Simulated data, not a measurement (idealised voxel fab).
Documented hereafter: the process module known as voxel wiring stack.
Displayed cross-section: cut, width of 240 nm, square cells sized 5 nm.
Reading order for cross-sections: top band down to bottom band. Underlying form: a grid of square cells. Band size: one or more rows of cells. Heights first: top, then bottom, in nm. Then materials, left to right, each with a width in nm. "full width" on a single material: fills the band edge to edge. "blank": empty space. Measure heights from 0. That's the level where, below it, the as-received wafer is all one material. The lowest band is bottomless and extends downward; write it as in "0 -> down". You'd read "30..40" like this: the band's top row of cells is as wide as the first number, its bottom row is as wide as the second, and going down, every row changes width by the same amount as the row before did. Step marked "stayed the same"? Then no cell in the cross-section changed in it. Empty spaces counting at least 8 cells and having no open way to the top are listed in "Closed internal cavities". The notation width x height at distance is used for each, the distance being from the left edge and all three values in nm. Step line, after settings: the simulator's comment on this step. A step line may carry the setting "overlay nm", which, for steps involving a mask, states the distance by which the mask lay to the right of its intended position; negative values denote displacement to the left.

### The following list gives the planned process steps
1) RECEIVE, material Si
2) CONFORMAL_DEP, material SiO2, thk nm 15
3) CONFORMAL_DEP, material SiN, thk nm 5
4) DIRECTIONAL_DEP, material lowk, thk nm 20
5) PATTERN, tone open, mask id METAL_1, material resist, width nm 30, pitch nm 45, thk nm 15, overlay nm 0
6) DIRECTIONAL_ETCH, etch materials lowk, depth nm 20
7) DIRECTIONAL_ETCH, etch materials SiN, depth nm 5
8) STRIP, etch materials resist
9) CONFORMAL_DEP, material TiN, thk nm 5
10) FILL_DEP, material Cu, thk nm 5
11) CMP, height nm 40
12) CONFORMAL_DEP, material SiCN, thk nm 5
13) DIRECTIONAL_DEP, material lowk, thk nm 20
14) MASKED_ETCH, tone open, mask id PLUG_1, width nm 15, pitch nm 45, etch materials lowk, depth nm 20, overlay nm 0
15) MASKED_ETCH, tone open, mask id PLUG_1, width nm 15, pitch nm 45, etch materials SiCN, depth nm 5, overlay nm 0
16) CONFORMAL_DEP, material TiN, thk nm 5
17) FILL_DEP, material Cu, thk nm 5
18) CMP, height nm 65
19) CONFORMAL_DEP, material SiCN, thk nm 5
20) DIRECTIONAL_DEP, material lowk, thk nm 20
21) DIRECTIONAL_DEP, material aC, thk nm 15
22) PATTERN, tone open, mask id METAL_2, material resist, width nm 30, pitch nm 45, thk nm 35, overlay nm 0
23) DIRECTIONAL_ETCH, etch materials aC, depth nm 15
24) STRIP, etch materials resist
25) DIRECTIONAL_ETCH, etch materials lowk, depth nm 20
26) DIRECTIONAL_ETCH, etch materials SiCN, depth nm 5
27) STRIP, etch materials aC
28) CONFORMAL_DEP, material TiN, thk nm 5
29) FILL_DEP, material W, thk nm 5
30) CMP, height nm 90
31) EPI, material Ru, thk nm 5
32) FILL_DEP, material SiCN, thk nm 5
33) DIRECTIONAL_DEP, material lowk, thk nm 35
34) PATTERN, tone open, mask id METAL_3, material resist, width nm 30, pitch nm 45, thk nm 20, overlay nm 0
35) DIRECTIONAL_ETCH, etch materials lowk, depth nm 20
36) STRIP, etch materials resist
37) MASKED_ETCH, tone open, mask id METAL_3_HOLES, width nm 15, pitch nm 45, etch materials lowk, depth nm 15, overlay nm 0
38) MASKED_ETCH, tone open, mask id METAL_3_HOLES, width nm 15, pitch nm 45, etch materials SiCN, depth nm 5, overlay nm 0
39) CONFORMAL_DEP, material TiN, thk nm 5
40) FILL_DEP, material Cu, thk nm 5
41) CMP, height nm 135
42) CONFORMAL_DEP, material SiCN, thk nm 5
The plan's step 14 width nm is the first wafer's value; the wafers differ in this setting and start identical.

### As-received cross-section, first of several wafers, post step 1
	0 -> down = Si full width
	Closed internal cavities: none

### Heads up, this table goes wafer by wafer. A row tells you, at the end of the module, how many cells of each material that wafer has put on (+) or dropped (-) since it was received, and then its closed voids
width nm 15, +144 Cu, +32 Ru, +160 SiCN, +24 SiN, +144 SiO2, +236 TiN, +64 W, +540 lowk, Closed internal cavities: none
width nm 20, +156 Cu, +32 Ru, +160 SiCN, +24 SiN, +144 SiO2, +240 TiN, +64 W, +524 lowk, Closed internal cavities: none
width nm 25, +168 Cu, +32 Ru, +160 SiCN, +24 SiN, +144 SiO2, +244 TiN, +64 W, +508 lowk, Closed internal cavities: none
width nm 30, +180 Cu, +32 Ru, +160 SiCN, +24 SiN, +144 SiO2, +248 TiN, +64 W, +492 lowk, Closed internal cavities: none
